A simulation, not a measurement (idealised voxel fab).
A process module follows: voxel lift off.
Square cells of 5 nm make up the cross-section cut, whose width is 300 nm.
Square cells in a grid make up a cross-section in this document, and the grid is given as bands, listed from the top down, each one or more rows of cells.
Heads up on the band format: heights come first, top then bottom, in nm. After that it's the materials left to right, each with its width in nm. A single material flagged "edge to edge" fills the whole band edge to edge, and "air" means there's empty space there.
It should be noted that heights are counted from 0, beneath which the wafer as supplied is of one material throughout, and that the lowest band possesses no lower boundary but continues downward, as written in "z 0 and below".
Note: "30..40" means the width goes from the first number (top row of the band) to the second number (bottom row) in equal steps per row of cells.
The cross-section has no changed cell in any step marked "no change".
Listed in "Enclosed void listing": every empty space of 8 or more cells without an open way to the top. Form: width x height at distance, the distance being from the left edge, all in nm.
On each step's line, the part that comes after the settings is the simulator's own comment on the step.
Steps that use a mask can have "overlay nm" on their line. It says how far the mask sat to the right of where it was meant to be. Negative means to the left.
Planned process steps
1) RECEIVE | material Si
2) CONFORMAL_DEP | material SiN | thk nm 5
3) PATTERN | tone open | mask id LINES | material resist | width nm 25 | pitch nm 50 | thk nm 20 | overlay nm 0
4) DIRECTIONAL_DEP | material Ru | thk nm 10
5) STRIP | etch materials resist
6) CONFORMAL_DEP | material SiN | thk nm 5
On the first of the two wafers: run conducted according to plan
As received, after step 1
* z 0 and below: Si edge to edge
* Enclosed void listing: none
Once step 2 is through, the wafer looks like this in cross-section
* z 5 to 0: SiN edge to edge
* Everything below 0 is unchanged.
Once step 3 is through, the wafer looks like this in cross-section
* z 25 to 5: resist (85)  air (25)  resist (25)  air (25)  resist (25)  air (25)  resist (90)
* Everything below 5 is unchanged.
Once step 4 is through, the wafer looks like this in cross-section
* z 35 to 25: Ru (85)  air (25)  Ru (25)  air (25)  Ru (25)  air (25)  Ru (90)
* z 25 to 15: resist (85)  air (25)  resist (25)  air (25)  resist (25)  air (25)  resist (90)
* z 15 to 5: resist (85)  Ru (25)  resist (25)  Ru (25)  resist (25)  Ru (25)  resist (90)
* Everything below 5 is unchanged.
Once step 5 is through, the wafer looks like this in cross-section
* z 15 to 5: air (85)  Ru (25)  air (25)  Ru (25)  air (25)  Ru (25)  air (90)
* Everything below 5 is unchanged.
Once step 6 is through, the wafer looks like this in cross-section
* z 20 to 15: air (80)  SiN (35)  air (15)  SiN (35)  air (15)  SiN (35)  air (85)
* z 15 to 10: air (80)  SiN (5)  Ru (25)  SiN (5)  air (15)  SiN (5)  Ru (25)  SiN (5)  air (15)  SiN (5)  Ru (25)  SiN (5)  air (85)
* z 10 to 5: SiN (85)  Ru (25)  SiN (25)  Ru (25)  SiN (25)  Ru (25)  SiN (90)
* Everything below 5 is unchanged.
Second wafer, same starting state and plan as the first, one mistake in the run, identical through step 2
Second wafer: cross-section at the scheduled end of step 3
* z 25 to 5: air (85)  resist (25)  air (25)  resist (25)  air (25)  resist (25)  air (90)
* Everything below 5 is unchanged.
Second wafer: cross-section at the scheduled end of step 4
* z 35 to 25: air (85)  Ru (25)  air (25)  Ru (25)  air (25)  Ru (25)  air (90)
* z 25 to 15: air (85)  resist (25)  air (25)  resist (25)  air (25)  resist (25)  air (90)
* z 15 to 5: Ru (85)  resist (25)  Ru (25)  resist (25)  Ru (25)  resist (25)  Ru (90)
* Everything below 5 is unchanged.
Second wafer: cross-section at the scheduled end of step 5
* z 15 to 5: Ru (85)  air (25)  Ru (25)  air (25)  Ru (25)  air (25)  Ru (90)
* Everything below 5 is unchanged.
Second wafer: cross-section at the scheduled end of step 6
* z 20 to 15: SiN (90)  air (15)  SiN (35)  air (15)  SiN (35)  air (15)  SiN (95)
* z 15 to 10: Ru (85)  SiN (5)  air (15)  SiN (5)  Ru (25)  SiN (5)  air (15)  SiN (5)  Ru (25)  SiN (5)  air (15)  SiN (5)  Ru (90)
* z 10 to 5: Ru (85)  SiN (25)  Ru (25)  SiN (25)  Ru (25)  SiN (25)  Ru (90)
* Everything below 5 is unchanged.
Plan not followed: so step 3 ended up running with a different setting than we planned, it ran as PATTERN | tone cover | mask id LINES | material resist | width nm 25 | pitch nm 50 | thk nm 20 | overlay nm 0
The closing comparison, in cells, has the second wafer with more or fewer of some materials than the first: 60 more of Ru
